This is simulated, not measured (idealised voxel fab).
The following is a process module called voxel self aligned vias.
Displayed cross-section: cut, width of 200 nm, square cells sized 5 nm.
A cross-section is written here as square cells arranged in a grid, and it is given in bands from the top down, each band taking up one or more rows of cells.
Per band: top height and bottom height in nm, followed by the left-to-right materials and their widths in nm; "edge to edge" marks a single material spanning edge to edge, "air" marks empty space.
Heights are reckoned from 0. Under this level, the received wafer is all of one material. The bottommost band is open-ended downward, for example "0 down".
A two-number width, for instance "30->40", indicates that the width is equal to the first number in the top row of the band and to the second number in the bottom row, and that it changes by a constant amount per row of cells.
It should be understood that the words "changes: none", when stated for a given step, signify that the cross-section underwent no change in any of its cells during that step.
This entry, "Closed void listing", enumerates those empty regions of no fewer than 8 cells that possess no open connection to the top. Each region is reported in the form width x height at distance, the distance being taken from the left edge, with all three quantities expressed in nm.
Anything after a step's settings on that line? It's the simulator's own note about the step.
"overlay nm" denotes, for a step that has a mask, the displacement of the mask to the right of its planned place, with negative values corresponding to the left.

[These are the steps we planned for the process]
- 1: RECEIVE [material Si]
- 2: CONFORMAL_DEP [material SiO2] [thk nm 15]
- 3: CONFORMAL_DEP [material SiCN] [thk nm 5]
- 4: DIRECTIONAL_DEP [material SiO2] [thk nm 20]
- 5: DIRECTIONAL_DEP [material aC] [thk nm 10]
- 6: PATTERN [tone open] [mask id LINES] [material resist] [width nm 20] [pitch nm 70] [thk nm 25] [overlay nm 0]
- 7: DIRECTIONAL_ETCH [etch materials aC] [depth nm 10]
- 8: STRIP [etch materials resist]
- 9: DIRECTIONAL_ETCH [etch materials SiO2] [depth nm 20]
- 10: STRIP [etch materials aC]
- 11: CONFORMAL_DEP [material TiN] [thk nm 5]
- 12: FILL_DEP [material Ru] [thk nm 10]
- 13: CMP [height nm 40]
- 14: SELECTIVE_ETCH [etch materials W Ru TiN] [depth nm 5]
- 15: FILL_DEP [material SiN] [thk nm 10]
- 16: CMP [height nm 40]
- 17: DIRECTIONAL_DEP [material SiO2] [thk nm 15]
- 18: MASKED_ETCH [tone open] [mask id VIAS] [width nm 40] [etch materials SiO2] [depth nm 15] [overlay nm 0]
- 19: MASKED_ETCH [tone open] [mask id VIAS] [width nm 40] [etch materials SiN] [depth nm 5] [overlay nm 0]
- 20: CONFORMAL_DEP [material TiN] [thk nm 5]
- 21: FILL_DEP [material Cu] [thk nm 10]
- 22: CMP [height nm 55]
- 23: CONFORMAL_DEP [material SiCN] [thk nm 5]

[Wafer as received: cross-section following step 1]
> 0 down: Si edge to edge
> Closed void listing: none

[Cross-sectional view of the first of the two wafers upon completion of the module, processed in accordance with the plan]
> 60 to 55: SiCN edge to edge
> 55 to 45: 45 SiO2 / 5 TiN / 30 Cu / 5 TiN / 115 SiO2
> 45 to 40: 45 SiO2 / 15 TiN / 10 Cu / 15 TiN / 115 SiO2
> 40 to 35: 55 SiO2 / 20 TiN / 50 SiO2 / 20 SiN / 55 SiO2
> 35 to 25: 55 SiO2 / 5 TiN / 10 Ru / 5 TiN / 50 SiO2 / 5 TiN / 10 Ru / 5 TiN / 55 SiO2
> 25 to 20: 55 SiO2 / 20 TiN / 50 SiO2 / 20 TiN / 55 SiO2
> 20 to 15: SiCN edge to edge
> 15 to 0: SiO2 edge to edge
> 0 down: Si edge to edge
> Closed void listing: none

[Second of two wafers, module complete, sectioned: it shares the first wafer's start and plan but was run with one mistake]
> 60 to 55: SiCN edge to edge
> 55 to 45: 45 SiO2 / 5 TiN / 30 Cu / 5 TiN / 115 SiO2
> 45 to 40: 45 SiO2 / 15 TiN / 10 Cu / 15 TiN / 115 SiO2
> 40 to 35: 55 SiO2 / 20 TiN / 50 SiO2 / 20 SiN / 55 SiO2
> 35 to 30: SiCN edge to edge
> 30 to 0: SiO2 edge to edge
> 0 down: Si edge to edge
> Closed void listing: none
It is concluded that the wafer was processed incorrectly with respect to the plan, in that yeah, plan step 2 got run twice
At the finish, the second wafer shows more or fewer cells for some materials than the first does: Ru: 8 fewer, SiO2: 24 more, TiN: 16 fewer
